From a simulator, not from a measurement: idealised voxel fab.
Module name: voxel ribs on slabs (process module)
Cross-sectional view cut (width: 150 nm; square cell size: 5 nm).
A cross-section in this document is a grid of square cells, and it is written down as bands, the top band listed before the ones below it; a band is made up of one or more rows of cells. Look at the band entry: it leads with the top's height and the bottom's height in nm. Then it lists the materials left to right, with a width in nm for each. The word "full width" on a single material says that material fills the band edge to edge. The word "empty" is empty space. Height reference: 0 = level under which incoming wafer is all one material. Lowest band: no bottom, runs on downward, e.g. "z 0 and below". When a width is written as two numbers, as in "30 to 40", the first number is the width in the top row of cells of the band and the second is the width in its bottom row, and the width changes by the same amount from each row to the next. What does "no change occurred" mean for a step? It means no cell of the cross-section changed in that step. Enclosed voids (no open way to top), threshold 8 cells or more, entry "Fully enclosed voids", notation width x height at distance, distance from left edge, nm. Text after the settings on a step's line: the simulator's own remark on that step. If you see "overlay nm" on a step's line and that step has a mask, it's telling you how far right of where it was planned the mask ended up; a negative number means it went left instead.
Planned step list for the process
1: RECEIVE (material Si)
2: DIRECTIONAL_DEP (material SiO2; thk nm 20)
3: DIRECTIONAL_DEP (material SiN; thk nm 25)
4: PATTERN (tone cover; mask id RIB; material resist; width nm 30; thk nm 20; overlay nm 0)
5: DIRECTIONAL_ETCH (etch materials SiN; depth nm 10)
6: STRIP (etch materials resist)
7: PATTERN (tone cover; mask id SLAB; material resist; width nm 80; thk nm 20; overlay nm 0)
8: DIRECTIONAL_ETCH (etch materials SiN; depth nm 15)
9: STRIP (etch materials resist)
10: FILL_DEP (material SiO2; thk nm 30)
11: CMP (height nm 65)
12: DIRECTIONAL_DEP (material W; thk nm 5)
13: MASKED_ETCH (tone cover; mask id HEATER; width nm 40; etch materials W; depth nm 5; overlay nm 0)
14: CONFORMAL_DEP (material SiO2; thk nm 5)
First of two wafers - as planned
Wafer at receipt (post step 1), cross-section
- z 0 and below | Si full width
- Fully enclosed voids: none
Step 2 done - wafer cross-section
- z 20 to 0 | SiO2 full width
- Unchanged below 0.
Step 3 done - wafer cross-section
- z 45 to 20 | SiN full width
- Unchanged below 20.
Step 4 done - wafer cross-section
- z 65 to 45 | empty 60, resist 30, empty 60
- Unchanged below 45.
Step 5 done - wafer cross-section
- z 65 to 45 | empty 60, resist 30, empty 60
- z 45 to 35 | empty 60, SiN 30, empty 60
- Unchanged below 35.
Step 6 done - wafer cross-section
- z 45 to 35 | empty 60, SiN 30, empty 60
- Unchanged below 35.
Step 7 done - wafer cross-section
- z 65 to 45 | empty 35, resist 80, empty 35
- z 45 to 35 | empty 35, resist 25, SiN 30, resist 25, empty 35
- Unchanged below 35.
Step 8 done - wafer cross-section
- z 65 to 45 | empty 35, resist 80, empty 35
- z 45 to 35 | empty 35, resist 25, SiN 30, resist 25, empty 35
- z 35 to 20 | empty 35, SiN 80, empty 35
- Unchanged below 20.
Step 9 done - wafer cross-section
- z 45 to 35 | empty 60, SiN 30, empty 60
- Unchanged below 35.
Step 10 done - wafer cross-section
- z 75 to 45 | SiO2 full width
- z 45 to 35 | SiO2 60, SiN 30, SiO2 60
- z 35 to 20 | SiO2 35, SiN 80, SiO2 35
- Unchanged below 20.
Step 11 done - wafer cross-section
- z 65 to 45 | SiO2 full width
- Unchanged below 45.
Step 12 done - wafer cross-section
- z 70 to 65 | W full width
- Unchanged below 65.
Step 13 done - wafer cross-section
- z 70 to 65 | empty 55, W 40, empty 55
- Unchanged below 65.
Step 14 done - wafer cross-section
- z 75 to 70 | empty 50, SiO2 50, empty 50
- z 70 to 65 | SiO2 55, W 40, SiO2 55
- Unchanged below 65.
second wafer: like start, like plan, one mistake. Through step 12 it matches the first wafer
Cross-sectional representation of the second wafer at the time designated in the plan for the completion of step 13
- z 70 to 65 | empty 50, W 50, empty 50
- Unchanged below 65.
Cross-sectional representation of the second wafer at the time designated in the plan for the completion of step 14
- z 75 to 70 | empty 45, SiO2 60, empty 45
- z 70 to 65 | SiO2 50, W 50, SiO2 50
- Unchanged below 65.
Which mistake was made when the wafer was run? step 13 off recipe, ran as MASKED_ETCH (tone cover; mask id HEATER; width nm 50; etch materials W; depth nm 5; overlay nm 0)
The closing comparison, in cells, has the second wafer with more or fewer of some materials than the first: 2 more of W
